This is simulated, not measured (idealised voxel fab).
Process module under the name voxel capacitor over wiring
Square cell edge 5 nm, section width 165 nm, ID cut.
Each cross-section below is a grid of square cells, stated as bands in top-down order, with one or more rows of cells making up each band.
For a band, the entry starts with two heights in nm, that of the top and then that of the bottom, and carries on with the band's materials in order from left to right, each alongside its width in nm; the word "edge to edge" beside a single material means it fills the band edge to edge, and "blank" means empty space.
The reference from which all heights are counted is 0, the level beneath which the as-received wafer is entirely one material; the lowest band, having no lower bound, proceeds downward and is written after the example "0 -> down".
Width spec "30..40" -> top row of cells at first value, bottom row at second value, equal per-row change in between.
Any step labelled "stayed the same" changed none of the cells in the cross-section.
For the entry "Completely sealed voids", the listed items are empty spaces with no open way to the top whose size is 8 cells or more; each item follows the pattern width x height at distance, where distance is from the left edge and all three are in nm.
That trailing text on a step's line, after the settings, is the simulator's own remark on the step.
Each step line may optionally specify "overlay nm", which for a step with a mask gives the rightward distance between the mask's planned place and where it lay, a negative value indicating the leftward direction.

Here's what the planned process steps look like
1 RECEIVE: material Si
2 CONFORMAL_DEP: material SiO2, thk nm 10
3 DIRECTIONAL_DEP: material TiN, thk nm 5
4 DIRECTIONAL_DEP: material W, thk nm 15
5 MASKED_ETCH: tone cover, mask id METAL_1, width nm 30, pitch nm 95, etch materials W, depth nm 15, overlay nm 0
6 MASKED_ETCH: tone cover, mask id METAL_1, width nm 30, pitch nm 95, etch materials TiN, depth nm 5, overlay nm 0
7 FILL_DEP: material lowk, thk nm 10
8 CMP: height nm 30
9 CONFORMAL_DEP: material SiCN, thk nm 5
10 DIRECTIONAL_DEP: material SiO2, thk nm 20
11 PATTERN: tone open, mask id PLUG_1, material resist, width nm 15, thk nm 15, overlay nm 0
12 DIRECTIONAL_ETCH: etch materials SiO2, depth nm 20
13 DIRECTIONAL_ETCH: etch materials SiCN, depth nm 5
14 STRIP: etch materials resist
15 CONFORMAL_DEP: material TiN, thk nm 5
16 FILL_DEP: material W, thk nm 5
17 CMP: height nm 55
18 DIRECTIONAL_DEP: material TiN, thk nm 10
19 DIRECTIONAL_DEP: material SiN, thk nm 5
20 DIRECTIONAL_DEP: material TiN, thk nm 5
21 DIRECTIONAL_DEP: material aC, thk nm 10
22 PATTERN: tone cover, mask id UPPER_PLATE, material resist, width nm 70, thk nm 30, overlay nm 0
23 DIRECTIONAL_ETCH: etch materials aC, depth nm 10
24 STRIP: etch materials resist
25 DIRECTIONAL_ETCH: etch materials TiN, depth nm 5
26 DIRECTIONAL_ETCH: etch materials SiN, depth nm 5
27 STRIP: etch materials aC
28 PATTERN: tone cover, mask id LOWER_PLATE, material resist, width nm 80, thk nm 15, overlay nm 0
29 DIRECTIONAL_ETCH: etch materials TiN, depth nm 10
30 STRIP: etch materials resist
31 FILL_DEP: material SiO2, thk nm 20
32 CMP: height nm 90
33 MASKED_ETCH: tone open, mask id PLUG_2, width nm 15, etch materials SiO2, depth nm 15, overlay nm 0
34 CONFORMAL_DEP: material TiN, thk nm 5
35 FILL_DEP: material Ru, thk nm 5
36 CMP: height nm 90
37 CONFORMAL_DEP: material SiN, thk nm 5

Run as planned: first of two wafers

Cross-section of the wafer at receipt, which is the condition after step 1
> 0 -> down = Si edge to edge
> Completely sealed voids: none

Sectional view: wafer, after step 2
> 10 -> 0 = SiO2 edge to edge
> Lower than 0, everything is as it was.

Sectional view: wafer, after step 3
> 15 -> 10 = TiN edge to edge
> Lower than 10, everything is as it was.

Sectional view: wafer, after step 4
> 30 -> 15 = W edge to edge
> Lower than 15, everything is as it was.

Sectional view: wafer, after step 5
> 30 -> 15 = 20 of blank / 30 of W / 65 of blank / 30 of W / 20 of blank
> Lower than 15, everything is as it was.

Sectional view: wafer, after step 6
> 30 -> 15 = 20 of blank / 30 of W / 65 of blank / 30 of W / 20 of blank
> 15 -> 10 = 20 of blank / 30 of TiN / 65 of blank / 30 of TiN / 20 of blank
> Lower than 10, everything is as it was.

Sectional view: wafer, after step 7
> 40 -> 30 = lowk edge to edge
> 30 -> 15 = 20 of lowk / 30 of W / 65 of lowk / 30 of W / 20 of lowk
> 15 -> 10 = 20 of lowk / 30 of TiN / 65 of lowk / 30 of TiN / 20 of lowk
> Lower than 10, everything is as it was.

Sectional view: wafer, after step 8
> 30 -> 15 = 20 of lowk / 30 of W / 65 of lowk / 30 of W / 20 of lowk
> Lower than 15, everything is as it was.

Sectional view: wafer, after step 9
> 35 -> 30 = SiCN edge to edge
> Lower than 30, everything is as it was.

Sectional view: wafer, after step 10
> 55 -> 35 = SiO2 edge to edge
> Lower than 35, everything is as it was.

Sectional view: wafer, after step 11
> 70 -> 55 = 35 of resist / 15 of blank / 115 of resist
> Lower than 55, everything is as it was.

Sectional view: wafer, after step 12
> 70 -> 55 = 35 of resist / 15 of blank / 115 of resist
> 55 -> 35 = 35 of SiO2 / 15 of blank / 115 of SiO2
> Lower than 35, everything is as it was.

Sectional view: wafer, after step 13
> 70 -> 55 = 35 of resist / 15 of blank / 115 of resist
> 55 -> 35 = 35 of SiO2 / 15 of blank / 115 of SiO2
> 35 -> 30 = 35 of SiCN / 15 of blank / 115 of SiCN
> Lower than 30, everything is as it was.

Sectional view: wafer, after step 14
> 55 -> 35 = 35 of SiO2 / 15 of blank / 115 of SiO2
> Lower than 35, everything is as it was.

Sectional view: wafer, after step 15
> 60 -> 55 = 40 of TiN / 5 of blank / 120 of TiN
> 55 -> 35 = 35 of SiO2 / 5 of TiN / 5 of blank / 5 of TiN / 115 of SiO2
> 35 -> 30 = 35 of SiCN / 15 of TiN / 115 of SiCN
> Lower than 30, everything is as it was.

Sectional view: wafer, after step 16
> 65 -> 60 = W edge to edge
> 60 -> 55 = 40 of TiN / 5 of W / 120 of TiN
> 55 -> 35 = 35 of SiO2 / 5 of TiN / 5 of W / 5 of TiN / 115 of SiO2
> Lower than 35, everything is as it was.

Sectional view: wafer, after step 17
> 55 -> 35 = 35 of SiO2 / 5 of TiN / 5 of W / 5 of TiN / 115 of SiO2
> Lower than 35, everything is as it was.

Sectional view: wafer, after step 18
> 65 -> 55 = TiN edge to edge
> Lower than 55, everything is as it was.

Sectional view: wafer, after step 19
> 70 -> 65 = SiN edge to edge
> Lower than 65, everything is as it was.

Sectional view: wafer, after step 20
> 75 -> 70 = TiN edge to edge
> Lower than 70, everything is as it was.

Sectional view: wafer, after step 21
> 85 -> 75 = aC edge to edge
> Lower than 75, everything is as it was.

Sectional view: wafer, after step 22
> 115 -> 85 = 35 of blank / 70 of resist / 60 of blank
> Lower than 85, everything is as it was.

Sectional view: wafer, after step 23
> 105 -> 85 = 35 of blank / 70 of resist / 60 of blank
> 85 -> 75 = 35 of blank / 70 of aC / 60 of blank
> Lower than 75, everything is as it was.

Sectional view: wafer, after step 24
> 85 -> 75 = 35 of blank / 70 of aC / 60 of blank
> Lower than 75, everything is as it was.

Sectional view: wafer, after step 25
> 85 -> 75 = 35 of blank / 70 of aC / 60 of blank
> 75 -> 70 = 35 of blank / 70 of TiN / 60 of blank
> Lower than 70, everything is as it was.

Sectional view: wafer, after step 26
> 85 -> 75 = 35 of blank / 70 of aC / 60 of blank
> 75 -> 70 = 35 of blank / 70 of TiN / 60 of blank
> 70 -> 65 = 35 of blank / 70 of SiN / 60 of blank
> Lower than 65, everything is as it was.

Sectional view: wafer, after step 27
> 75 -> 70 = 35 of blank / 70 of TiN / 60 of blank
> Lower than 70, everything is as it was.

Sectional view: wafer, after step 28
> 90 -> 75 = 30 of blank / 80 of resist / 55 of blank
> 75 -> 70 = 30 of blank / 5 of resist / 70 of TiN / 5 of resist / 55 of blank
> 70 -> 65 = 30 of blank / 5 of resist / 70 of SiN / 5 of resist / 55 of blank
> Lower than 65, everything is as it was.

Sectional view: wafer, after step 29
> 90 -> 75 = 30 of blank / 80 of resist / 55 of blank
> 75 -> 70 = 30 of blank / 5 of resist / 70 of TiN / 5 of resist / 55 of blank
> 70 -> 65 = 30 of blank / 5 of resist / 70 of SiN / 5 of resist / 55 of blank
> 65 -> 55 = 30 of blank / 80 of TiN / 55 of blank
> Lower than 55, everything is as it was.

Sectional view: wafer, after step 30
> 75 -> 70 = 35 of blank / 70 of TiN / 60 of blank
> 70 -> 65 = 35 of blank / 70 of SiN / 60 of blank
> Lower than 65, everything is as it was.

Sectional view: wafer, after step 31
> 95 -> 75 = SiO2 edge to edge
> 75 -> 70 = 35 of SiO2 / 70 of TiN / 60 of SiO2
> 70 -> 65 = 35 of SiO2 / 70 of SiN / 60 of SiO2
> 65 -> 55 = 30 of SiO2 / 80 of TiN / 55 of SiO2
> Lower than 55, everything is as it was.

Sectional view: wafer, after step 32
> 90 -> 75 = SiO2 edge to edge
> Lower than 75, everything is as it was.

Sectional view: wafer, after step 33
> 90 -> 75 = 45 of SiO2 / 15 of blank / 105 of SiO2
> Lower than 75, everything is as it was.

Sectional view: wafer, after step 34
> 95 -> 90 = 50 of TiN / 5 of blank / 110 of TiN
> 90 -> 80 = 45 of SiO2 / 5 of TiN / 5 of blank / 5 of TiN / 105 of SiO2
> 80 -> 70 = 45..35 of SiO2 / 15..70 of TiN / 105..60 of SiO2
> Lower than 70, everything is as it was.

Sectional view: wafer, after step 35
> 100 -> 95 = Ru edge to edge
> 95 -> 90 = 50 of TiN / 5 of Ru / 110 of TiN
> 90 -> 80 = 45 of SiO2 / 5 of TiN / 5 of Ru / 5 of TiN / 105 of SiO2
> Lower than 80, everything is as it was.

Sectional view: wafer, after step 36
> 90 -> 80 = 45 of SiO2 / 5 of TiN / 5 of Ru / 5 of TiN / 105 of SiO2
> Lower than 80, everything is as it was.

Sectional view: wafer, after step 37
> 95 -> 90 = SiN edge to edge
> Lower than 90, everything is as it was.

Second wafer, same starting state and plan as the first, one mistake in the run, identical through step 4

The second wafer in cross-section, at the planned close of step 5
> 30 -> 15 = 25 of blank / 30 of W / 65 of blank / 30 of W / 15 of blank
> Lower than 15, everything is as it was.

The second wafer in cross-section, at the planned close of step 6
> 30 -> 15 = 25 of blank / 30 of W / 65 of blank / 30 of W / 15 of blank
> 15 -> 10 = 20 of blank / 35 of TiN / 60 of blank / 35 of TiN / 15 of blank
> Lower than 10, everything is as it was.

The second wafer in cross-section, at the planned close of step 7
> 40 -> 30 = lowk edge to edge
> 30 -> 15 = 25 of lowk / 30 of W / 65 of lowk / 30 of W / 15 of lowk
> 15 -> 10 = 20 of lowk / 35 of TiN / 60 of lowk / 35 of TiN / 15 of lowk
> Lower than 10, everything is as it was.

The second wafer in cross-section, at the planned close of step 8
> 30 -> 15 = 25 of lowk / 30 of W / 65 of lowk / 30 of W / 15 of lowk
> Lower than 15, everything is as it was.

The second wafer in cross-section, at the planned close of step 9
> 35 -> 30 = SiCN edge to edge
> Lower than 30, everything is as it was.

The second wafer in cross-section, at the planned close of step 10
> 55 -> 35 = SiO2 edge to edge
> Lower than 35, everything is as it was.

The second wafer in cross-section, at the planned close of step 11
> 70 -> 55 = 35 of resist / 15 of blank / 115 of resist
> Lower than 55, everything is as it was.

The second wafer in cross-section, at the planned close of step 12
> 70 -> 55 = 35 of resist / 15 of blank / 115 of resist
> 55 -> 35 = 35 of SiO2 / 15 of blank / 115 of SiO2
> Lower than 35, everything is as it was.

The second wafer in cross-section, at the planned close of step 13
> 70 -> 55 = 35 of resist / 15 of blank / 115 of resist
> 55 -> 35 = 35 of SiO2 / 15 of blank / 115 of SiO2
> 35 -> 30 = 35 of SiCN / 15 of blank / 115 of SiCN
> Lower than 30, everything is as it was.

The second wafer in cross-section, at the planned close of step 14
> 55 -> 35 = 35 of SiO2 / 15 of blank / 115 of SiO2
> Lower than 35, everything is as it was.

The second wafer in cross-section, at the planned close of step 15
> 60 -> 55 = 40 of TiN / 5 of blank / 120 of TiN
> 55 -> 35 = 35 of SiO2 / 5 of TiN / 5 of blank / 5 of TiN / 115 of SiO2
> 35 -> 30 = 35 of SiCN / 15 of TiN / 115 of SiCN
> Lower than 30, everything is as it was.

The second wafer in cross-section, at the planned close of step 16
> 65 -> 60 = W edge to edge
> 60 -> 55 = 40 of TiN / 5 of W / 120 of TiN
> 55 -> 35 = 35 of SiO2 / 5 of TiN / 5 of W / 5 of TiN / 115 of SiO2
> Lower than 35, everything is as it was.

The second wafer in cross-section, at the planned close of step 17
> 55 -> 35 = 35 of SiO2 / 5 of TiN / 5 of W / 5 of TiN / 115 of SiO2
> Lower than 35, everything is as it was.

The second wafer in cross-section, at the planned close of step 18
> 65 -> 55 = TiN edge to edge
> Lower than 55, everything is as it was.

The second wafer in cross-section, at the planned close of step 19
> 70 -> 65 = SiN edge to edge
> Lower than 65, everything is as it was.

The second wafer in cross-section, at the planned close of step 20
> 75 -> 70 = TiN edge to edge
> Lower than 70, everything is as it was.

The second wafer in cross-section, at the planned close of step 21
> 85 -> 75 = aC edge to edge
> Lower than 75, everything is as it was.

The second wafer in cross-section, at the planned close of step 22
> 115 -> 85 = 35 of blank / 70 of resist / 60 of blank
> Lower than 85, everything is as it was.

The second wafer in cross-section, at the planned close of step 23
> 105 -> 85 = 35 of blank / 70 of resist / 60 of blank
> 85 -> 75 = 35 of blank / 70 of aC / 60 of blank
> Lower than 75, everything is as it was.

The second wafer in cross-section, at the planned close of step 24
> 85 -> 75 = 35 of blank / 70 of aC / 60 of blank
> Lower than 75, everything is as it was.

The second wafer in cross-section, at the planned close of step 25
> 85 -> 75 = 35 of blank / 70 of aC / 60 of blank
> 75 -> 70 = 35 of blank / 70 of TiN / 60 of blank
> Lower than 70, everything is as it was.

The second wafer in cross-section, at the planned close of step 26
> 85 -> 75 = 35 of blank / 70 of aC / 60 of blank
> 75 -> 70 = 35 of blank / 70 of TiN / 60 of blank
> 70 -> 65 = 35 of blank / 70 of SiN / 60 of blank
> Lower than 65, everything is as it was.

The second wafer in cross-section, at the planned close of step 27
> 75 -> 70 = 35 of blank / 70 of TiN / 60 of blank
> Lower than 70, everything is as it was.

The second wafer in cross-section, at the planned close of step 28
> 90 -> 75 = 30 of blank / 80 of resist / 55 of blank
> 75 -> 70 = 30 of blank / 5 of resist / 70 of TiN / 5 of resist / 55 of blank
> 70 -> 65 = 30 of blank / 5 of resist / 70 of SiN / 5 of resist / 55 of blank
> Lower than 65, everything is as it was.

The second wafer in cross-section, at the planned close of step 29
> 90 -> 75 = 30 of blank / 80 of resist / 55 of blank
> 75 -> 70 = 30 of blank / 5 of resist / 70 of TiN / 5 of resist / 55 of blank
> 70 -> 65 = 30 of blank / 5 of resist / 70 of SiN / 5 of resist / 55 of blank
> 65 -> 55 = 30 of blank / 80 of TiN / 55 of blank
> Lower than 55, everything is as it was.

The second wafer in cross-section, at the planned close of step 30
> 75 -> 70 = 35 of blank / 70 of TiN / 60 of blank
> 70 -> 65 = 35 of blank / 70 of SiN / 60 of blank
> Lower than 65, everything is as it was.

The second wafer in cross-section, at the planned close of step 31
> 95 -> 75 = SiO2 edge to edge
> 75 -> 70 = 35 of SiO2 / 70 of TiN / 60 of SiO2
> 70 -> 65 = 35 of SiO2 / 70 of SiN / 60 of SiO2
> 65 -> 55 = 30 of SiO2 / 80 of TiN / 55 of SiO2
> Lower than 55, everything is as it was.

The second wafer in cross-section, at the planned close of step 32
> 90 -> 75 = SiO2 edge to edge
> Lower than 75, everything is as it was.

The second wafer in cross-section, at the planned close of step 33
> 90 -> 75 = 45 of SiO2 / 15 of blank / 105 of SiO2
> Lower than 75, everything is as it was.

The second wafer in cross-section, at the planned close of step 34
> 95 -> 90 = 50 of TiN / 5 of blank / 110 of TiN
> 90 -> 80 = 45 of SiO2 / 5 of TiN / 5 of blank / 5 of TiN / 105 of SiO2
> 80 -> 70 = 45..35 of SiO2 / 15..70 of TiN / 105..60 of SiO2
> Lower than 70, everything is as it was.

The second wafer in cross-section, at the planned close of step 35
> 100 -> 95 = Ru edge to edge
> 95 -> 90 = 50 of TiN / 5 of Ru / 110 of TiN
> 90 -> 80 = 45 of SiO2 / 5 of TiN / 5 of Ru / 5 of TiN / 105 of SiO2
> Lower than 80, everything is as it was.

The second wafer in cross-section, at the planned close of step 36
> 90 -> 80 = 45 of SiO2 / 5 of TiN / 5 of Ru / 5 of TiN / 105 of SiO2
> Lower than 80, everything is as it was.

The second wafer in cross-section, at the planned close of step 37
> 95 -> 90 = SiN edge to edge
> Lower than 90, everything is as it was.
Processing error: step 5 was not run as planned; what actually ran was MASKED_ETCH: tone cover, mask id METAL_1, width nm 30, pitch nm 95, etch materials W, depth nm 15, overlay nm 5
Bottom line after processing is that, in cells, the second wafer is up or down on some materials versus the first: TiN +2, lowk -2
